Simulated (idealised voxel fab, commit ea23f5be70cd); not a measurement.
process module | voxel wiring stack
cross-section cut | 280 nm wide | cells 5 nm
A cross-section is a grid of square cells, given in bands from the top down. A band is one or more rows of cells.
Each band's line starts with the height of the band's top and of its bottom, in nm. Then come its materials from left to right, each with its width in nm. One material with "throughout" fills the band from edge to edge. "air" is empty space.
Height 0 is the level under which the wafer as received is all one material. The lowest band goes on downwards, as in "0 down".
A width such as "30 to 40" changes by the same amount from each row of cells to the next, from the band's top row to its bottom row.
"no change" after a step means that no cell of the cross-section changed.
closed voids: empty space of 8 cells or more with no open way to the top, each as width x height at its distance from the left edge, in nm
after a step's settings: what the simulator itself notes on the step
overlay nm, on a step with a mask: how far to the right of its planned place the mask lay; to the left if negative
plan
1 op RECEIVE | material Si
2 op CONFORMAL_DEP | material SiO2 | thk nm 10
3 op CONFORMAL_DEP | material SiN | thk nm 5
4 op DIRECTIONAL_DEP | material lowk | thk nm 15
5 op PATTERN | tone open | mask id METAL_1 | material resist | width nm 20 | pitch nm 35 | thk nm 15 | overlay nm 0
6 op DIRECTIONAL_ETCH | etch materials lowk | depth nm 15
7 op DIRECTIONAL_ETCH | etch materials SiN | depth nm 5
8 op STRIP | etch materials resist
9 op CONFORMAL_DEP | material TiN | thk nm 5
10 op FILL_DEP | material Ru | thk nm 5
11 op CMP | height nm 30
12 op CONFORMAL_DEP | material SiCN | thk nm 5
13 op DIRECTIONAL_DEP | material lowk | thk nm 30
14 op PATTERN | tone open | mask id METAL_2_HOLES | material resist | width nm 15 | pitch nm 35 | thk nm 20 | overlay nm 0
15 op DIRECTIONAL_ETCH | etch materials lowk | depth nm 30
16 op STRIP | etch materials resist
17 op DIRECTIONAL_DEP | material aC | thk nm 10
18 op PATTERN | tone open | mask id METAL_2 | material resist | width nm 20 | pitch nm 35 | thk nm 30 | overlay nm 0
19 op DIRECTIONAL_ETCH | etch materials aC | depth nm 10
20 op STRIP | etch materials resist
21 op DIRECTIONAL_ETCH | etch materials lowk | depth nm 20
22 op DIRECTIONAL_ETCH | etch materials SiCN | depth nm 5
23 op STRIP | etch materials aC
24 op CONFORMAL_DEP | material TiN | thk nm 5
25 op FILL_DEP | material Cu | thk nm 10
26 op CMP | height nm 65
27 op CONFORMAL_DEP | material SiCN | thk nm 5
28 op DIRECTIONAL_DEP | material SiO2 | thk nm 15
29 op MASKED_ETCH | tone open | mask id PLUG_2 | width nm 15 | pitch nm 35 | etch materials SiO2 | depth nm 15 | overlay nm 0
30 op MASKED_ETCH | tone open | mask id PLUG_2 | width nm 15 | pitch nm 35 | etch materials SiCN | depth nm 5 | overlay nm 0
31 op CONFORMAL_DEP | material TiN | thk nm 5
32 op FILL_DEP | material W | thk nm 5
33 op CMP | height nm 85
34 op CONFORMAL_DEP | material SiN | thk nm 5
35 op DIRECTIONAL_DEP | material SiO2 | thk nm 15
36 op MASKED_ETCH | tone open | mask id METAL_3 | width nm 20 | pitch nm 35 | etch materials SiO2 | depth nm 15 | overlay nm 0
37 op MASKED_ETCH | tone open | mask id METAL_3 | width nm 20 | pitch nm 35 | etch materials SiN | depth nm 5 | overlay nm 0
38 op CONFORMAL_DEP | material TiN | thk nm 5
39 op FILL_DEP | material Ru | thk nm 10
40 op CMP | height nm 105
41 op CONFORMAL_DEP | material SiCN | thk nm 5
42 op DIRECTIONAL_DEP | material lowk | thk nm 30
43 op MASKED_ETCH | tone open | mask id METAL_4 | width nm 20 | pitch nm 35 | etch materials lowk | depth nm 15 | overlay nm 0
44 op MASKED_ETCH | tone open | mask id METAL_4_HOLES | width nm 15 | pitch nm 70 | etch materials lowk | depth nm 15 | overlay nm 0
45 op MASKED_ETCH | tone open | mask id METAL_4_HOLES | width nm 15 | pitch nm 70 | etch materials SiCN | depth nm 5 | overlay nm 0
46 op CONFORMAL_DEP | material TiN | thk nm 5
47 op FILL_DEP | material Ru | thk nm 5
48 op CMP | height nm 140
49 op CONFORMAL_DEP | material SiN | thk nm 5
first wafer, as planned
as received, after step 1
  0 down: Si throughout
  closed voids: none
after step 2
  10 to 0: SiO2 throughout
  below 0: unchanged
after step 3
  15 to 10: SiN throughout
  below 10: unchanged
after step 4
  30 to 15: lowk throughout
  below 15: unchanged
after step 5
  45 to 30: resist 95 | air 20 | resist 15 | air 20 | resist 15 | air 20 | resist 95
  below 30: unchanged
after step 6
  45 to 30: resist 95 | air 20 | resist 15 | air 20 | resist 15 | air 20 | resist 95
  30 to 15: lowk 95 | air 20 | lowk 15 | air 20 | lowk 15 | air 20 | lowk 95
  below 15: unchanged
after step 7
  45 to 30: resist 95 | air 20 | resist 15 | air 20 | resist 15 | air 20 | resist 95
  30 to 15: lowk 95 | air 20 | lowk 15 | air 20 | lowk 15 | air 20 | lowk 95
  15 to 10: SiN 95 | air 20 | SiN 15 | air 20 | SiN 15 | air 20 | SiN 95
  below 10: unchanged
after step 8
  30 to 15: lowk 95 | air 20 | lowk 15 | air 20 | lowk 15 | air 20 | lowk 95
  below 15: unchanged
after step 9
  35 to 30: TiN 100 | air 10 | TiN 25 | air 10 | TiN 25 | air 10 | TiN 100
  30 to 15: lowk 95 | TiN 5 | air 10 | TiN 5 | lowk 15 | TiN 5 | air 10 | TiN 5 | lowk 15 | TiN 5 | air 10 | TiN 5 | lowk 95
  15 to 10: SiN 95 | TiN 20 | SiN 15 | TiN 20 | SiN 15 | TiN 20 | SiN 95
  below 10: unchanged
after step 10
  40 to 35: Ru throughout
  35 to 30: TiN 100 | Ru 10 | TiN 25 | Ru 10 | TiN 25 | Ru 10 | TiN 100
  30 to 15: lowk 95 | TiN 5 | Ru 10 | TiN 5 | lowk 15 | TiN 5 | Ru 10 | TiN 5 | lowk 15 | TiN 5 | Ru 10 | TiN 5 | lowk 95
  below 15: unchanged
after step 11
  30 to 15: lowk 95 | TiN 5 | Ru 10 | TiN 5 | lowk 15 | TiN 5 | Ru 10 | TiN 5 | lowk 15 | TiN 5 | Ru 10 | TiN 5 | lowk 95
  below 15: unchanged
after step 12
  35 to 30: SiCN throughout
  below 30: unchanged
after step 13
  65 to 35: lowk throughout
  below 35: unchanged
after step 14
  85 to 65: resist 95 | air 15 | resist 20 | air 15 | resist 20 | air 15 | resist 100
  below 65: unchanged
after step 15
  85 to 65: resist 95 | air 15 | resist 20 | air 15 | resist 20 | air 15 | resist 100
  65 to 35: lowk 95 | air 15 | lowk 20 | air 15 | lowk 20 | air 15 | lowk 100
  below 35: unchanged
after step 16
  65 to 35: lowk 95 | air 15 | lowk 20 | air 15 | lowk 20 | air 15 | lowk 100
  below 35: unchanged
after step 17
  75 to 65: aC 95 | air 15 | aC 20 | air 15 | aC 20 | air 15 | aC 100
  65 to 45: lowk 95 | air 15 | lowk 20 | air 15 | lowk 20 | air 15 | lowk 100
  45 to 35: lowk 95 | aC 15 | lowk 20 | aC 15 | lowk 20 | aC 15 | lowk 100
  below 35: unchanged
after step 18
  105 to 75: resist 95 | air 20 | resist 15 | air 20 | resist 15 | air 20 | resist 95
  below 75: unchanged
after step 19
  95 to 75: resist 95 | air 20 | resist 15 | air 20 | resist 15 | air 20 | resist 95
  75 to 65: aC 95 | air 20 | aC 15 | air 20 | aC 15 | air 20 | aC 95
  65 to 35: lowk 95 | air 15 | lowk 20 | air 15 | lowk 20 | air 15 | lowk 100
  below 35: unchanged
after step 20
  75 to 65: aC 95 | air 20 | aC 15 | air 20 | aC 15 | air 20 | aC 95
  below 65: unchanged
after step 21
  75 to 65: aC 95 | air 20 | aC 15 | air 20 | aC 15 | air 20 | aC 95
  65 to 45: lowk 95 | air 20 | lowk 15 | air 20 | lowk 15 | air 20 | lowk 95
  below 45: unchanged
after step 22
  75 to 65: aC 95 | air 20 | aC 15 | air 20 | aC 15 | air 20 | aC 95
  65 to 45: lowk 95 | air 20 | lowk 15 | air 20 | lowk 15 | air 20 | lowk 95
  45 to 35: lowk 95 | air 15 | lowk 20 | air 15 | lowk 20 | air 15 | lowk 100
  35 to 30: SiCN 95 | air 15 | SiCN 20 | air 15 | SiCN 20 | air 15 | SiCN 100
  below 30: unchanged
after step 23
  65 to 45: lowk 95 | air 20 | lowk 15 | air 20 | lowk 15 | air 20 | lowk 95
  below 45: unchanged
after step 24
  70 to 65: TiN 100 | air 10 | TiN 25 | air 10 | TiN 25 | air 10 | TiN 100
  65 to 50: lowk 95 | TiN 5 | air 10 | TiN 5 | lowk 15 | TiN 5 | air 10 | TiN 5 | lowk 15 | TiN 5 | air 10 | TiN 5 | lowk 95
  50 to 45: lowk 95 | TiN 5 | air 5 | TiN 10 | lowk 15 | TiN 5 | air 5 | TiN 10 | lowk 15 | TiN 5 | air 5 | TiN 10 | lowk 95
  45 to 35: lowk 95 | TiN 5 | air 5 | TiN 5 | lowk 20 | TiN 5 | air 5 | TiN 5 | lowk 20 | TiN 5 | air 5 | TiN 5 | lowk 100
  35 to 30: SiCN 95 | TiN 15 | SiCN 20 | TiN 15 | SiCN 20 | TiN 15 | SiCN 100
  below 30: unchanged
after step 25
  80 to 70: Cu throughout
  70 to 65: TiN 100 | Cu 10 | TiN 25 | Cu 10 | TiN 25 | Cu 10 | TiN 100
  65 to 50: lowk 95 | TiN 5 | Cu 10 | TiN 5 | lowk 15 | TiN 5 | Cu 10 | TiN 5 | lowk 15 | TiN 5 | Cu 10 | TiN 5 | lowk 95
  50 to 45: lowk 95 | TiN 5 | Cu 5 | TiN 10 | lowk 15 | TiN 5 | Cu 5 | TiN 10 | lowk 15 | TiN 5 | Cu 5 | TiN 10 | lowk 95
  45 to 35: lowk 95 | TiN 5 | Cu 5 | TiN 5 | lowk 20 | TiN 5 | Cu 5 | TiN 5 | lowk 20 | TiN 5 | Cu 5 | TiN 5 | lowk 100
  below 35: unchanged
after step 26
  65 to 50: lowk 95 | TiN 5 | Cu 10 | TiN 5 | lowk 15 | TiN 5 | Cu 10 | TiN 5 | lowk 15 | TiN 5 | Cu 10 | TiN 5 | lowk 95
  below 50: unchanged
after step 27
  70 to 65: SiCN throughout
  below 65: unchanged
after step 28
  85 to 70: SiO2 throughout
  below 70: unchanged
after step 29
  85 to 70: SiO2 95 | air 15 | SiO2 20 | air 15 | SiO2 20 | air 15 | SiO2 100
  below 70: unchanged
after step 30
  85 to 70: SiO2 95 | air 15 | SiO2 20 | air 15 | SiO2 20 | air 15 | SiO2 100
  70 to 65: SiCN 95 | air 15 | SiCN 20 | air 15 | SiCN 20 | air 15 | SiCN 100
  below 65: unchanged
after step 31
  90 to 85: TiN 100 | air 5 | TiN 30 | air 5 | TiN 30 | air 5 | TiN 105
  85 to 70: SiO2 95 | TiN 5 | air 5 | TiN 5 | SiO2 20 | TiN 5 | air 5 | TiN 5 | SiO2 20 | TiN 5 | air 5 | TiN 5 | SiO2 100
  70 to 65: SiCN 95 | TiN 15 | SiCN 20 | TiN 15 | SiCN 20 | TiN 15 | SiCN 100
  below 65: unchanged
after step 32
  95 to 90: W throughout
  90 to 85: TiN 100 | W 5 | TiN 30 | W 5 | TiN 30 | W 5 | TiN 105
  85 to 70: SiO2 95 | TiN 5 | W 5 | TiN 5 | SiO2 20 | TiN 5 | W 5 | TiN 5 | SiO2 20 | TiN 5 | W 5 | TiN 5 | SiO2 100
  below 70: unchanged
after step 33
  85 to 70: SiO2 95 | TiN 5 | W 5 | TiN 5 | SiO2 20 | TiN 5 | W 5 | TiN 5 | SiO2 20 | TiN 5 | W 5 | TiN 5 | SiO2 100
  below 70: unchanged
after step 34
  90 to 85: SiN throughout
  below 85: unchanged
after step 35
  105 to 90: SiO2 throughout
  below 90: unchanged
after step 36
  105 to 90: SiO2 95 | air 20 | SiO2 15 | air 20 | SiO2 15 | air 20 | SiO2 95
  below 90: unchanged
after step 37
  105 to 90: SiO2 95 | air 20 | SiO2 15 | air 20 | SiO2 15 | air 20 | SiO2 95
  90 to 85: SiN 95 | air 20 | SiN 15 | air 20 | SiN 15 | air 20 | SiN 95
  below 85: unchanged
after step 38
  110 to 105: TiN 100 | air 10 | TiN 25 | air 10 | TiN 25 | air 10 | TiN 100
  105 to 90: SiO2 95 | TiN 5 | air 10 | TiN 5 | SiO2 15 | TiN 5 | air 10 | TiN 5 | SiO2 15 | TiN 5 | air 10 | TiN 5 | SiO2 95
  90 to 85: SiN 95 | TiN 20 | SiN 15 | TiN 20 | SiN 15 | TiN 20 | SiN 95
  below 85: unchanged
after step 39
  120 to 110: Ru throughout
  110 to 105: TiN 100 | Ru 10 | TiN 25 | Ru 10 | TiN 25 | Ru 10 | TiN 100
  105 to 90: SiO2 95 | TiN 5 | Ru 10 | TiN 5 | SiO2 15 | TiN 5 | Ru 10 | TiN 5 | SiO2 15 | TiN 5 | Ru 10 | TiN 5 | SiO2 95
  below 90: unchanged
after step 40
  105 to 90: SiO2 95 | TiN 5 | Ru 10 | TiN 5 | SiO2 15 | TiN 5 | Ru 10 | TiN 5 | SiO2 15 | TiN 5 | Ru 10 | TiN 5 | SiO2 95
  below 90: unchanged
after step 41
  110 to 105: SiCN throughout
  below 105: unchanged
after step 42
  140 to 110: lowk throughout
  below 110: unchanged
after step 43
  140 to 125: lowk 95 | air 20 | lowk 15 | air 20 | lowk 15 | air 20 | lowk 95
  below 125: unchanged
after step 44
  140 to 125: lowk 95 | air 20 | lowk 15 | air 20 | lowk 15 | air 20 | lowk 95
  125 to 110: lowk 95 | air 15 | lowk 55 | air 15 | lowk 100
  below 110: unchanged
after step 45
  140 to 125: lowk 95 | air 20 | lowk 15 | air 20 | lowk 15 | air 20 | lowk 95
  125 to 110: lowk 95 | air 15 | lowk 55 | air 15 | lowk 100
  110 to 105: SiCN 95 | air 15 | SiCN 55 | air 15 | SiCN 100
  below 105: unchanged
after step 46
  145 to 140: TiN 100 | air 10 | TiN 25 | air 10 | TiN 25 | air 10 | TiN 100
  140 to 130: lowk 95 | TiN 5 | air 10 | TiN 5 | lowk 15 | TiN 5 | air 10 | TiN 5 | lowk 15 | TiN 5 | air 10 | TiN 5 | lowk 95
  130 to 125: lowk 95 | TiN 5 | air 5 | TiN 10 | lowk 15 | TiN 20 | lowk 15 | TiN 5 | air 5 | TiN 10 | lowk 95
  125 to 110: lowk 95 | TiN 5 | air 5 | TiN 5 | lowk 55 | TiN 5 | air 5 | TiN 5 | lowk 100
  110 to 105: SiCN 95 | TiN 15 | SiCN 55 | TiN 15 | SiCN 100
  below 105: unchanged
after step 47
  150 to 145: Ru throughout
  145 to 140: TiN 100 | Ru 10 | TiN 25 | Ru 10 | TiN 25 | Ru 10 | TiN 100
  140 to 130: lowk 95 | TiN 5 | Ru 10 | TiN 5 | lowk 15 | TiN 5 | Ru 10 | TiN 5 | lowk 15 | TiN 5 | Ru 10 | TiN 5 | lowk 95
  130 to 125: lowk 95 | TiN 5 | Ru 5 | TiN 10 | lowk 15 | TiN 20 | lowk 15 | TiN 5 | Ru 5 | TiN 10 | lowk 95
  125 to 110: lowk 95 | TiN 5 | Ru 5 | TiN 5 | lowk 55 | TiN 5 | Ru 5 | TiN 5 | lowk 100
  below 110: unchanged
after step 48
  140 to 130: lowk 95 | TiN 5 | Ru 10 | TiN 5 | lowk 15 | TiN 5 | Ru 10 | TiN 5 | lowk 15 | TiN 5 | Ru 10 | TiN 5 | lowk 95
  below 130: unchanged
after step 49
  145 to 140: SiN throughout
  below 140: unchanged
second wafer: like start, like plan, one mistake. Through step 4 it matches the first wafer
when step 5 should have ended
  45 to 30: resist 100 | air 15 | resist 20 | air 15 | resist 20 | air 15 | resist 95
  below 30: unchanged
when step 6 should have ended
  45 to 30: resist 100 | air 15 | resist 20 | air 15 | resist 20 | air 15 | resist 95
  30 to 15: lowk 100 | air 15 | lowk 20 | air 15 | lowk 20 | air 15 | lowk 95
  below 15: unchanged
when step 7 should have ended
  45 to 30: resist 100 | air 15 | resist 20 | air 15 | resist 20 | air 15 | resist 95
  30 to 15: lowk 100 | air 15 | lowk 20 | air 15 | lowk 20 | air 15 | lowk 95
  15 to 10: SiN 100 | air 15 | SiN 20 | air 15 | SiN 20 | air 15 | SiN 95
  below 10: unchanged
when step 8 should have ended
  30 to 15: lowk 100 | air 15 | lowk 20 | air 15 | lowk 20 | air 15 | lowk 95
  below 15: unchanged
when step 9 should have ended
  35 to 30: TiN 105 | air 5 | TiN 30 | air 5 | TiN 30 | air 5 | TiN 100
  30 to 15: lowk 100 | TiN 5 | air 5 | TiN 5 | lowk 20 | TiN 5 | air 5 | TiN 5 | lowk 20 | TiN 5 | air 5 | TiN 5 | lowk 95
  15 to 10: SiN 100 | TiN 15 | SiN 20 | TiN 15 | SiN 20 | TiN 15 | SiN 95
  below 10: unchanged
when step 10 should have ended
  40 to 35: Ru throughout
  35 to 30: TiN 105 | Ru 5 | TiN 30 | Ru 5 | TiN 30 | Ru 5 | TiN 100
  30 to 15: lowk 100 | TiN 5 | Ru 5 | TiN 5 | lowk 20 | TiN 5 | Ru 5 | TiN 5 | lowk 20 | TiN 5 | Ru 5 | TiN 5 | lowk 95
  below 15: unchanged
when step 11 should have ended
  30 to 15: lowk 100 | TiN 5 | Ru 5 | TiN 5 | lowk 20 | TiN 5 | Ru 5 | TiN 5 | lowk 20 | TiN 5 | Ru 5 | TiN 5 | lowk 95
  below 15: unchanged
when step 12 should have ended
  35 to 30: SiCN throughout
  below 30: unchanged
when step 13 should have ended
  65 to 35: lowk throughout
  below 35: unchanged
when step 14 should have ended
  85 to 65: resist 95 | air 15 | resist 20 | air 15 | resist 20 | air 15 | resist 100
  below 65: unchanged
when step 15 should have ended
  85 to 65: resist 95 | air 15 | resist 20 | air 15 | resist 20 | air 15 | resist 100
  65 to 35: lowk 95 | air 15 | lowk 20 | air 15 | lowk 20 | air 15 | lowk 100
  below 35: unchanged
when step 16 should have ended
  65 to 35: lowk 95 | air 15 | lowk 20 | air 15 | lowk 20 | air 15 | lowk 100
  below 35: unchanged
when step 17 should have ended
  75 to 65: aC 95 | air 15 | aC 20 | air 15 | aC 20 | air 15 | aC 100
  65 to 45: lowk 95 | air 15 | lowk 20 | air 15 | lowk 20 | air 15 | lowk 100
  45 to 35: lowk 95 | aC 15 | lowk 20 | aC 15 | lowk 20 | aC 15 | lowk 100
  below 35: unchanged
when step 18 should have ended
  105 to 75: resist 95 | air 20 | resist 15 | air 20 | resist 15 | air 20 | resist 95
  below 75: unchanged
when step 19 should have ended
  95 to 75: resist 95 | air 20 | resist 15 | air 20 | resist 15 | air 20 | resist 95
  75 to 65: aC 95 | air 20 | aC 15 | air 20 | aC 15 | air 20 | aC 95
  65 to 35: lowk 95 | air 15 | lowk 20 | air 15 | lowk 20 | air 15 | lowk 100
  below 35: unchanged
when step 20 should have ended
  75 to 65: aC 95 | air 20 | aC 15 | air 20 | aC 15 | air 20 | aC 95
  below 65: unchanged
when step 21 should have ended
  75 to 65: aC 95 | air 20 | aC 15 | air 20 | aC 15 | air 20 | aC 95
  65 to 45: lowk 95 | air 20 | lowk 15 | air 20 | lowk 15 | air 20 | lowk 95
  below 45: unchanged
when step 22 should have ended
  75 to 65: aC 95 | air 20 | aC 15 | air 20 | aC 15 | air 20 | aC 95
  65 to 45: lowk 95 | air 20 | lowk 15 | air 20 | lowk 15 | air 20 | lowk 95
  45 to 35: lowk 95 | air 15 | lowk 20 | air 15 | lowk 20 | air 15 | lowk 100
  35 to 30: SiCN 95 | air 15 | SiCN 20 | air 15 | SiCN 20 | air 15 | SiCN 100
  below 30: unchanged
when step 23 should have ended
  65 to 45: lowk 95 | air 20 | lowk 15 | air 20 | lowk 15 | air 20 | lowk 95
  below 45: unchanged
when step 24 should have ended
  70 to 65: TiN 100 | air 10 | TiN 25 | air 10 | TiN 25 | air 10 | TiN 100
  65 to 50: lowk 95 | TiN 5 | air 10 | TiN 5 | lowk 15 | TiN 5 | air 10 | TiN 5 | lowk 15 | TiN 5 | air 10 | TiN 5 | lowk 95
  50 to 45: lowk 95 | TiN 5 | air 5 | TiN 10 | lowk 15 | TiN 5 | air 5 | TiN 10 | lowk 15 | TiN 5 | air 5 | TiN 10 | lowk 95
  45 to 35: lowk 95 | TiN 5 | air 5 | TiN 5 | lowk 20 | TiN 5 | air 5 | TiN 5 | lowk 20 | TiN 5 | air 5 | TiN 5 | lowk 100
  35 to 30: SiCN 95 | TiN 15 | SiCN 20 | TiN 15 | SiCN 20 | TiN 15 | SiCN 100
  below 30: unchanged
when step 25 should have ended
  80 to 70: Cu throughout
  70 to 65: TiN 100 | Cu 10 | TiN 25 | Cu 10 | TiN 25 | Cu 10 | TiN 100
  65 to 50: lowk 95 | TiN 5 | Cu 10 | TiN 5 | lowk 15 | TiN 5 | Cu 10 | TiN 5 | lowk 15 | TiN 5 | Cu 10 | TiN 5 | lowk 95
  50 to 45: lowk 95 | TiN 5 | Cu 5 | TiN 10 | lowk 15 | TiN 5 | Cu 5 | TiN 10 | lowk 15 | TiN 5 | Cu 5 | TiN 10 | lowk 95
  45 to 35: lowk 95 | TiN 5 | Cu 5 | TiN 5 | lowk 20 | TiN 5 | Cu 5 | TiN 5 | lowk 20 | TiN 5 | Cu 5 | TiN 5 | lowk 100
  below 35: unchanged
when step 26 should have ended
  65 to 50: lowk 95 | TiN 5 | Cu 10 | TiN 5 | lowk 15 | TiN 5 | Cu 10 | TiN 5 | lowk 15 | TiN 5 | Cu 10 | TiN 5 | lowk 95
  below 50: unchanged
when step 27 should have ended
  70 to 65: SiCN throughout
  below 65: unchanged
when step 28 should have ended
  85 to 70: SiO2 throughout
  below 70: unchanged
when step 29 should have ended
  85 to 70: SiO2 95 | air 15 | SiO2 20 | air 15 | SiO2 20 | air 15 | SiO2 100
  below 70: unchanged
when step 30 should have ended
  85 to 70: SiO2 95 | air 15 | SiO2 20 | air 15 | SiO2 20 | air 15 | SiO2 100
  70 to 65: SiCN 95 | air 15 | SiCN 20 | air 15 | SiCN 20 | air 15 | SiCN 100
  below 65: unchanged
when step 31 should have ended
  90 to 85: TiN 100 | air 5 | TiN 30 | air 5 | TiN 30 | air 5 | TiN 105
  85 to 70: SiO2 95 | TiN 5 | air 5 | TiN 5 | SiO2 20 | TiN 5 | air 5 | TiN 5 | SiO2 20 | TiN 5 | air 5 | TiN 5 | SiO2 100
  70 to 65: SiCN 95 | TiN 15 | SiCN 20 | TiN 15 | SiCN 20 | TiN 15 | SiCN 100
  below 65: unchanged
when step 32 should have ended
  95 to 90: W throughout
  90 to 85: TiN 100 | W 5 | TiN 30 | W 5 | TiN 30 | W 5 | TiN 105
  85 to 70: SiO2 95 | TiN 5 | W 5 | TiN 5 | SiO2 20 | TiN 5 | W 5 | TiN 5 | SiO2 20 | TiN 5 | W 5 | TiN 5 | SiO2 100
  below 70: unchanged
when step 33 should have ended
  85 to 70: SiO2 95 | TiN 5 | W 5 | TiN 5 | SiO2 20 | TiN 5 | W 5 | TiN 5 | SiO2 20 | TiN 5 | W 5 | TiN 5 | SiO2 100
  below 70: unchanged
when step 34 should have ended
  90 to 85: SiN throughout
  below 85: unchanged
when step 35 should have ended
  105 to 90: SiO2 throughout
  below 90: unchanged
when step 36 should have ended
  105 to 90: SiO2 95 | air 20 | SiO2 15 | air 20 | SiO2 15 | air 20 | SiO2 95
  below 90: unchanged
when step 37 should have ended
  105 to 90: SiO2 95 | air 20 | SiO2 15 | air 20 | SiO2 15 | air 20 | SiO2 95
  90 to 85: SiN 95 | air 20 | SiN 15 | air 20 | SiN 15 | air 20 | SiN 95
  below 85: unchanged
when step 38 should have ended
  110 to 105: TiN 100 | air 10 | TiN 25 | air 10 | TiN 25 | air 10 | TiN 100
  105 to 90: SiO2 95 | TiN 5 | air 10 | TiN 5 | SiO2 15 | TiN 5 | air 10 | TiN 5 | SiO2 15 | TiN 5 | air 10 | TiN 5 | SiO2 95
  90 to 85: SiN 95 | TiN 20 | SiN 15 | TiN 20 | SiN 15 | TiN 20 | SiN 95
  below 85: unchanged
when step 39 should have ended
  120 to 110: Ru throughout
  110 to 105: TiN 100 | Ru 10 | TiN 25 | Ru 10 | TiN 25 | Ru 10 | TiN 100
  105 to 90: SiO2 95 | TiN 5 | Ru 10 | TiN 5 | SiO2 15 | TiN 5 | Ru 10 | TiN 5 | SiO2 15 | TiN 5 | Ru 10 | TiN 5 | SiO2 95
  below 90: unchanged
when step 40 should have ended
  105 to 90: SiO2 95 | TiN 5 | Ru 10 | TiN 5 | SiO2 15 | TiN 5 | Ru 10 | TiN 5 | SiO2 15 | TiN 5 | Ru 10 | TiN 5 | SiO2 95
  below 90: unchanged
when step 41 should have ended
  110 to 105: SiCN throughout
  below 105: unchanged
when step 42 should have ended
  140 to 110: lowk throughout
  below 110: unchanged
when step 43 should have ended
  140 to 125: lowk 95 | air 20 | lowk 15 | air 20 | lowk 15 | air 20 | lowk 95
  below 125: unchanged
when step 44 should have ended
  140 to 125: lowk 95 | air 20 | lowk 15 | air 20 | lowk 15 | air 20 | lowk 95
  125 to 110: lowk 95 | air 15 | lowk 55 | air 15 | lowk 100
  below 110: unchanged
when step 45 should have ended
  140 to 125: lowk 95 | air 20 | lowk 15 | air 20 | lowk 15 | air 20 | lowk 95
  125 to 110: lowk 95 | air 15 | lowk 55 | air 15 | lowk 100
  110 to 105: SiCN 95 | air 15 | SiCN 55 | air 15 | SiCN 100
  below 105: unchanged
when step 46 should have ended
  145 to 140: TiN 100 | air 10 | TiN 25 | air 10 | TiN 25 | air 10 | TiN 100
  140 to 130: lowk 95 | TiN 5 | air 10 | TiN 5 | lowk 15 | TiN 5 | air 10 | TiN 5 | lowk 15 | TiN 5 | air 10 | TiN 5 | lowk 95
  130 to 125: lowk 95 | TiN 5 | air 5 | TiN 10 | lowk 15 | TiN 20 | lowk 15 | TiN 5 | air 5 | TiN 10 | lowk 95
  125 to 110: lowk 95 | TiN 5 | air 5 | TiN 5 | lowk 55 | TiN 5 | air 5 | TiN 5 | lowk 100
  110 to 105: SiCN 95 | TiN 15 | SiCN 55 | TiN 15 | SiCN 100
  below 105: unchanged
when step 47 should have ended
  150 to 145: Ru throughout
  145 to 140: TiN 100 | Ru 10 | TiN 25 | Ru 10 | TiN 25 | Ru 10 | TiN 100
  140 to 130: lowk 95 | TiN 5 | Ru 10 | TiN 5 | lowk 15 | TiN 5 | Ru 10 | TiN 5 | lowk 15 | TiN 5 | Ru 10 | TiN 5 | lowk 95
  130 to 125: lowk 95 | TiN 5 | Ru 5 | TiN 10 | lowk 15 | TiN 20 | lowk 15 | TiN 5 | Ru 5 | TiN 10 | lowk 95
  125 to 110: lowk 95 | TiN 5 | Ru 5 | TiN 5 | lowk 55 | TiN 5 | Ru 5 | TiN 5 | lowk 100
  below 110: unchanged
when step 48 should have ended
  140 to 130: lowk 95 | TiN 5 | Ru 10 | TiN 5 | lowk 15 | TiN 5 | Ru 10 | TiN 5 | lowk 15 | TiN 5 | Ru 10 | TiN 5 | lowk 95
  below 130: unchanged
when step 49 should have ended
  145 to 140: SiN throughout
  below 140: unchanged
what went wrong: step 5 ran as: op PATTERN | tone open | mask id METAL_1 | material resist | width nm 15 | pitch nm 35 | thk nm 15 | overlay nm 0
at the end the second wafer has, in cells: 9 fewer of Ru | 3 more of SiN | 3 fewer of TiN | 9 more of lowk
